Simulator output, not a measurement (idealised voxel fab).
Process module under the name voxel wiring stack
Section cut is 260 nm wide and gridded with 5 nm square cells.
Throughout this document, each cross-section is represented as a grid of square cells and is presented as a sequence of bands enumerated from the top downward, where a band comprises one or more rows of cells.
Quick guide to a band line: top height, bottom height (nm) up front; then every material left to right with its width in nm. Only one material and it's marked "edge to edge"? Then it fills the band edge to edge. And "air" just means empty space.
Basically, 0 is our baseline, since under it the wafer straight out of the box is all one material. The bottom band has no lower end and keeps on going down, so it looks like "z 0 and below".
Width: "30->40" (first number = top row, second number = bottom row, same change from row to row of cells).
The cross-section has no changed cell in any step marked "stayed the same".
So "Voids, sealed" is basically the list of trapped voids: any empty space of 8 cells or more that can't reach the top through an opening. They're written width x height at distance, the distance being from the left edge, and it's all nm.
On a step's line, text after the settings is the simulator commenting on that step.
Each step line may optionally specify "overlay nm", which for a step with a mask gives the rightward distance between the mask's planned place and where it lay, a negative value indicating the leftward direction.
Steps in the process plan:
1) RECEIVE,material Si
2) CONFORMAL_DEP,material SiO2,thk nm 10
3) DIRECTIONAL_DEP,material TiN,thk nm 5
4) DIRECTIONAL_DEP,material W,thk nm 25
5) MASKED_ETCH,tone cover,mask id METAL_1,width nm 20,pitch nm 50,etch materials W,depth nm 25,overlay nm 0
6) MASKED_ETCH,tone cover,mask id METAL_1,width nm 20,pitch nm 50,etch materials TiN,depth nm 5,overlay nm 0
7) CONFORMAL_DEP,material SiN,thk nm 5
8) FILL_DEP,material lowk,thk nm 10
9) CMP,height nm 40
10) CONFORMAL_DEP,material SiCN,thk nm 5
11) DIRECTIONAL_DEP,material lowk,thk nm 15
12) MASKED_ETCH,tone open,mask id PLUG_1,width nm 15,pitch nm 100,etch materials lowk,depth nm 15,overlay nm 0
13) MASKED_ETCH,tone open,mask id PLUG_1,width nm 15,pitch nm 100,etch materials SiCN,depth nm 5,overlay nm 0
14) CONFORMAL_DEP,material TiN,thk nm 5
15) FILL_DEP,material Cu,thk nm 5
16) CMP,height nm 60
17) CONFORMAL_DEP,material SiCN,thk nm 5
18) DIRECTIONAL_DEP,material SiO2,thk nm 25
19) DIRECTIONAL_DEP,material aC,thk nm 15
20) PATTERN,tone open,mask id METAL_2,material resist,width nm 20,pitch nm 50,thk nm 30,overlay nm 0
21) DIRECTIONAL_ETCH,etch materials aC,depth nm 15
22) STRIP,etch materials resist
23) DIRECTIONAL_ETCH,etch materials SiO2,depth nm 25
24) DIRECTIONAL_ETCH,etch materials SiCN,depth nm 5
25) STRIP,etch materials aC
26) CONFORMAL_DEP,material TiN,thk nm 5
27) FILL_DEP,material Ru,thk nm 10
28) CMP,height nm 90
29) CONFORMAL_DEP,material SiCN,thk nm 5
30) DIRECTIONAL_DEP,material SiO2,thk nm 20
31) MASKED_ETCH,tone open,mask id PLUG_2,width nm 15,pitch nm 50,etch materials SiO2,depth nm 20,overlay nm 0
32) MASKED_ETCH,tone open,mask id PLUG_2,width nm 15,pitch nm 50,etch materials SiCN,depth nm 5,overlay nm 0
33) CONFORMAL_DEP,material TiN,thk nm 5
34) FILL_DEP,material W,thk nm 5
35) CMP,height nm 115
36) CONFORMAL_DEP,material SiCN,thk nm 5
37) DIRECTIONAL_DEP,material SiO2,thk nm 20
38) PATTERN,tone open,mask id METAL_3,material resist,width nm 20,pitch nm 50,thk nm 15,overlay nm 0
39) DIRECTIONAL_ETCH,etch materials SiO2,depth nm 20
40) DIRECTIONAL_ETCH,etch materials SiCN,depth nm 5
41) STRIP,etch materials resist
42) CONFORMAL_DEP,material TiN,thk nm 5
43) FILL_DEP,material Ru,thk nm 5
44) CMP,height nm 140
45) EPI,material Ru,thk nm 5
46) FILL_DEP,material SiCN,thk nm 5
Cross-sectional view of the wafer in its as-received condition, corresponding to the state after step 1:
> z 0 and below  Si edge to edge
> Voids, sealed: none
First of two wafers at the end of the module, shown in cross-section; run carried out as planned:
> z 150 to 145  SiCN edge to edge
> z 145 to 140  SiCN: 65, then Ru: 30, then SiCN: 20, then Ru: 30, then SiCN: 20, then Ru: 30, then SiCN: 65
> z 140 to 120  SiO2: 70, then TiN: 5, then Ru: 10, then TiN: 5, then SiO2: 30, then TiN: 5, then Ru: 10, then TiN: 5, then SiO2: 30, then TiN: 5, then Ru: 10, then TiN: 5, then SiO2: 70
> z 120 to 115  SiCN: 70, then TiN: 20, then SiCN: 30, then TiN: 20, then SiCN: 30, then TiN: 20, then SiCN: 70
> z 115 to 95  SiO2: 70, then TiN: 5, then W: 5, then TiN: 5, then SiO2: 35, then TiN: 5, then W: 5, then TiN: 5, then SiO2: 35, then TiN: 5, then W: 5, then TiN: 5, then SiO2: 75
> z 95 to 90  SiCN: 70, then TiN: 15, then SiCN: 35, then TiN: 15, then SiCN: 35, then TiN: 15, then SiCN: 75
> z 90 to 65  SiO2: 70, then TiN: 5, then Ru: 10, then TiN: 5, then SiO2: 30, then TiN: 5, then Ru: 10, then TiN: 5, then SiO2: 30, then TiN: 5, then Ru: 10, then TiN: 5, then SiO2: 70
> z 65 to 60  SiCN: 70, then TiN: 20, then SiCN: 30, then TiN: 20, then SiCN: 30, then TiN: 20, then SiCN: 70
> z 60 to 45  lowk: 70, then TiN: 5, then Cu: 5, then TiN: 5, then lowk: 85, then TiN: 5, then Cu: 5, then TiN: 5, then lowk: 75
> z 45 to 40  SiCN: 70, then TiN: 15, then SiCN: 85, then TiN: 15, then SiCN: 75
> z 40 to 15  lowk: 65, then SiN: 5, then W: 20, then SiN: 5, then lowk: 20, then SiN: 5, then W: 20, then SiN: 5, then lowk: 20, then SiN: 5, then W: 20, then SiN: 5, then lowk: 65
> z 15 to 10  SiN: 70, then TiN: 20, then SiN: 30, then TiN: 20, then SiN: 30, then TiN: 20, then SiN: 70
> z 10 to 0  SiO2 edge to edge
> z 0 and below  Si edge to edge
> Voids, sealed: none
Cross-section of the latter of the two wafers at module completion. It had an identical start and an identical plan to the former; in running it, one mistake was made:
> z 150 to 145  SiCN edge to edge
> z 145 to 140  SiCN: 65, then Ru: 30, then SiCN: 20, then Ru: 30, then SiCN: 20, then Ru: 30, then SiCN: 65
> z 140 to 120  SiO2: 70, then TiN: 5, then Ru: 10, then TiN: 5, then SiO2: 30, then TiN: 5, then Ru: 10, then TiN: 5, then SiO2: 30, then TiN: 5, then Ru: 10, then TiN: 5, then SiO2: 70
> z 120 to 115  SiCN: 70, then TiN: 20, then SiCN: 30, then TiN: 20, then SiCN: 30, then TiN: 20, then SiCN: 70
> z 115 to 100  SiO2: 70, then TiN: 5, then W: 5, then TiN: 5, then SiO2: 35, then TiN: 5, then W: 5, then TiN: 5, then SiO2: 35, then TiN: 5, then W: 5, then TiN: 5, then SiO2: 75
> z 100 to 95  SiO2: 70, then TiN: 15, then SiO2: 35, then TiN: 15, then SiO2: 35, then TiN: 15, then SiO2: 75
> z 95 to 90  SiCN: 70, then TiN: 5, then SiCN: 45, then TiN: 5, then SiCN: 45, then TiN: 5, then SiCN: 85
> z 90 to 65  SiO2: 70, then TiN: 5, then Ru: 10, then TiN: 5, then SiO2: 30, then TiN: 5, then Ru: 10, then TiN: 5, then SiO2: 30, then TiN: 5, then Ru: 10, then TiN: 5, then SiO2: 70
> z 65 to 60  SiCN: 70, then TiN: 20, then SiCN: 30, then TiN: 20, then SiCN: 30, then TiN: 20, then SiCN: 70
> z 60 to 45  lowk: 70, then TiN: 5, then Cu: 5, then TiN: 5, then lowk: 85, then TiN: 5, then Cu: 5, then TiN: 5, then lowk: 75
> z 45 to 40  SiCN: 70, then TiN: 15, then SiCN: 85, then TiN: 15, then SiCN: 75
> z 40 to 15  lowk: 65, then SiN: 5, then W: 20, then SiN: 5, then lowk: 20, then SiN: 5, then W: 20, then SiN: 5, then lowk: 20, then SiN: 5, then W: 20, then SiN: 5, then lowk: 65
> z 15 to 10  SiN: 70, then TiN: 20, then SiN: 30, then TiN: 20, then SiN: 30, then TiN: 20, then SiN: 70
> z 10 to 0  SiO2 edge to edge
> z 0 and below  Si edge to edge
> Voids, sealed: none
Against the plan, the run slipped here: so step 32 ended up running with a different setting than we planned, it ran as MASKED_ETCH,tone open,mask id PLUG_2,width nm 15,pitch nm 50,etch materials SiCN,depth nm 5,overlay nm -10
Upon completion, the second wafer contains, in terms of cells, a greater or smaller amount of certain materials than the first wafer: 6 more of SiCN; 3 fewer of TiN; 3 fewer of W
